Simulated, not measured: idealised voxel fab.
Name of the process module below: voxel ribs on slabs
250 nm wide, 5 nm square cells: that's cross-section cut.
When this document writes out a cross-section, it uses a grid of square cells and lists it as bands, beginning at the top and moving down, with a band standing for one or more rows of cells.
In this notation a band is specified by the heights of its top and bottom, in that order and in nm, after which its materials appear from left to right, each paired with its width in nm. The word "throughout" attached to a single material means that material fills the band from edge to edge; the word "blank" stands for empty space.
Measure heights from 0. That's the level where, below it, the as-received wafer is all one material. The lowest band is bottomless and extends downward; write it as in "z 0 and below".
You'd read "30 to 40" like this: the band's top row of cells is as wide as the first number, its bottom row is as wide as the second, and going down, every row changes width by the same amount as the row before did.
For the purposes of this document, the phrase "nothing changed" attached to a step denotes that no cell within the cross-section was modified by that step.
Heads up: "Fully enclosed voids" only lists the empty pockets with no open path to the top that are 8 cells or more, and it writes them as width x height at distance, distance from the left edge, in nm.
The remark found on a step's line after its settings is issued by the simulator itself and pertains to that step.
If you see "overlay nm" on a step's line and that step has a mask, it's telling you how far right of where it was planned the mask ended up; a negative number means it went left instead.

**Process steps - plan**
| 1 | RECEIVE, material Si |
| 2 | DIRECTIONAL_DEP, material SiO2, thk nm 25 |
| 3 | DIRECTIONAL_DEP, material SiN, thk nm 25 |
| 4 | MASKED_ETCH, tone cover, mask id RIB, width nm 15, etch materials SiN, depth nm 20, overlay nm 0 |
| 5 | DIRECTIONAL_DEP, material aC, thk nm 10 |
| 6 | PATTERN, tone cover, mask id SLAB, material resist, width nm 55, thk nm 25, overlay nm 0 |
| 7 | DIRECTIONAL_ETCH, etch materials aC, depth nm 10 |
| 8 | STRIP, etch materials resist |
| 9 | DIRECTIONAL_ETCH, etch materials SiN, depth nm 5 |
| 10 | STRIP, etch materials aC |
| 11 | FILL_DEP, material SiO2, thk nm 25 |
| 12 | CMP, height nm 65 |
| 13 | DIRECTIONAL_DEP, material TiN, thk nm 10 |
| 14 | MASKED_ETCH, tone cover, mask id HEATER, width nm 25, etch materials TiN, depth nm 10, overlay nm 0 |
| 15 | CONFORMAL_DEP, material SiN, thk nm 5 |

**So, the first of our two wafers, run just as we planned it**

**Cross-section, incoming material, after step 1**
> z 0 and below  Si throughout
> Fully enclosed voids: none

**Wafer section view after processing step 2**
> z 25 to 0  SiO2 throughout
> Lower than 0, everything is as it was.

**Wafer section view after processing step 3**
> z 50 to 25  SiN throughout
> Lower than 25, everything is as it was.

**Wafer section view after processing step 4**
> z 50 to 30  115 of blank; 15 of SiN; 120 of blank
> Lower than 30, everything is as it was.

**Wafer section view after processing step 5**
> z 60 to 50  115 of blank; 15 of aC; 120 of blank
> z 50 to 40  115 of blank; 15 of SiN; 120 of blank
> z 40 to 30  115 of aC; 15 of SiN; 120 of aC
> Lower than 30, everything is as it was.

**Wafer section view after processing step 6**
> z 85 to 60  95 of blank; 55 of resist; 100 of blank
> z 60 to 50  95 of blank; 20 of resist; 15 of aC; 20 of resist; 100 of blank
> z 50 to 40  95 of blank; 20 of resist; 15 of SiN; 20 of resist; 100 of blank
> Lower than 40, everything is as it was.

**Wafer section view after processing step 7**
> z 75 to 60  95 of blank; 55 of resist; 100 of blank
> z 60 to 50  95 of blank; 20 of resist; 15 of aC; 20 of resist; 100 of blank
> z 50 to 40  95 of blank; 20 of resist; 15 of SiN; 20 of resist; 100 of blank
> z 40 to 30  95 of blank; 20 of aC; 15 of SiN; 20 of aC; 100 of blank
> Lower than 30, everything is as it was.

**Wafer section view after processing step 8**
> z 60 to 50  115 of blank; 15 of aC; 120 of blank
> z 50 to 40  115 of blank; 15 of SiN; 120 of blank
> Lower than 40, everything is as it was.

**Wafer section view after processing step 9**
> z 60 to 50  115 of blank; 15 of aC; 120 of blank
> z 50 to 40  115 of blank; 15 of SiN; 120 of blank
> z 40 to 30  95 of blank; 20 of aC; 15 of SiN; 20 of aC; 100 of blank
> z 30 to 25  95 of blank; 55 of SiN; 100 of blank
> Lower than 25, everything is as it was.

**Wafer section view after processing step 10**
> z 50 to 30  115 of blank; 15 of SiN; 120 of blank
> Lower than 30, everything is as it was.

**Wafer section view after processing step 11**
> z 75 to 50  SiO2 throughout
> z 50 to 30  115 of SiO2; 15 of SiN; 120 of SiO2
> z 30 to 25  95 of SiO2; 55 of SiN; 100 of SiO2
> Lower than 25, everything is as it was.

**Wafer section view after processing step 12**
> z 65 to 50  SiO2 throughout
> Lower than 50, everything is as it was.

**Wafer section view after processing step 13**
> z 75 to 65  TiN throughout
> Lower than 65, everything is as it was.

**Wafer section view after processing step 14**
> z 75 to 65  110 of blank; 25 of TiN; 115 of blank
> Lower than 65, everything is as it was.

**Wafer section view after processing step 15**
> z 80 to 75  105 of blank; 35 of SiN; 110 of blank
> z 75 to 70  105 of blank; 5 of SiN; 25 of TiN; 5 of SiN; 110 of blank
> z 70 to 65  110 of SiN; 25 of TiN; 115 of SiN
> Lower than 65, everything is as it was.

**The second wafer began exactly as the first did and followed the same plan, but one mistake was made while running it; through step 1 inclusive, the two wafers are identical**

**Cross-section of the second wafer at the time by which step 2 should have been completed according to the plan**
> z 25 to 0  SiN throughout
> Lower than 0, everything is as it was.

**Cross-section of the second wafer at the time by which step 3 should have been completed according to the plan**
> z 50 to 25  SiO2 throughout
> Lower than 25, everything is as it was.

Cross-section of the second wafer at the time by which step 4 should have been completed according to the plan: nothing changed

**Cross-section of the second wafer at the time by which step 5 should have been completed according to the plan**
> z 60 to 50  aC throughout
> Lower than 50, everything is as it was.

**Cross-section of the second wafer at the time by which step 6 should have been completed according to the plan**
> z 85 to 60  95 of blank; 55 of resist; 100 of blank
> Lower than 60, everything is as it was.

**Cross-section of the second wafer at the time by which step 7 should have been completed according to the plan**
> z 75 to 60  95 of blank; 55 of resist; 100 of blank
> z 60 to 50  95 of blank; 55 of aC; 100 of blank
> Lower than 50, everything is as it was.

**Cross-section of the second wafer at the time by which step 8 should have been completed according to the plan**
> z 60 to 50  95 of blank; 55 of aC; 100 of blank
> Lower than 50, everything is as it was.

Cross-section of the second wafer at the time by which step 9 should have been completed according to the plan: nothing changed

**Cross-section of the second wafer at the time by which step 10 should have been completed according to the plan**
> z 50 to 25  SiO2 throughout
> Lower than 25, everything is as it was.

**Cross-section of the second wafer at the time by which step 11 should have been completed according to the plan**
> z 75 to 25  SiO2 throughout
> Lower than 25, everything is as it was.

**Cross-section of the second wafer at the time by which step 12 should have been completed according to the plan**
> z 65 to 25  SiO2 throughout
> Lower than 25, everything is as it was.

**Cross-section of the second wafer at the time by which step 13 should have been completed according to the plan**
> z 75 to 65  TiN throughout
> Lower than 65, everything is as it was.

**Cross-section of the second wafer at the time by which step 14 should have been completed according to the plan**
> z 75 to 65  110 of blank; 25 of TiN; 115 of blank
> Lower than 65, everything is as it was.

**Cross-section of the second wafer at the time by which step 15 should have been completed according to the plan**
> z 80 to 75  105 of blank; 35 of SiN; 110 of blank
> z 75 to 70  105 of blank; 5 of SiN; 25 of TiN; 5 of SiN; 110 of blank
> z 70 to 65  110 of SiN; 25 of TiN; 115 of SiN
> Lower than 65, everything is as it was.
Plan not followed: note: step 2 <-> step 3, run order reversed vs plan
FYI, end of process, the second wafer has more or fewer cells of some materials than the first: SiN: 227 more, SiO2: 227 fewer
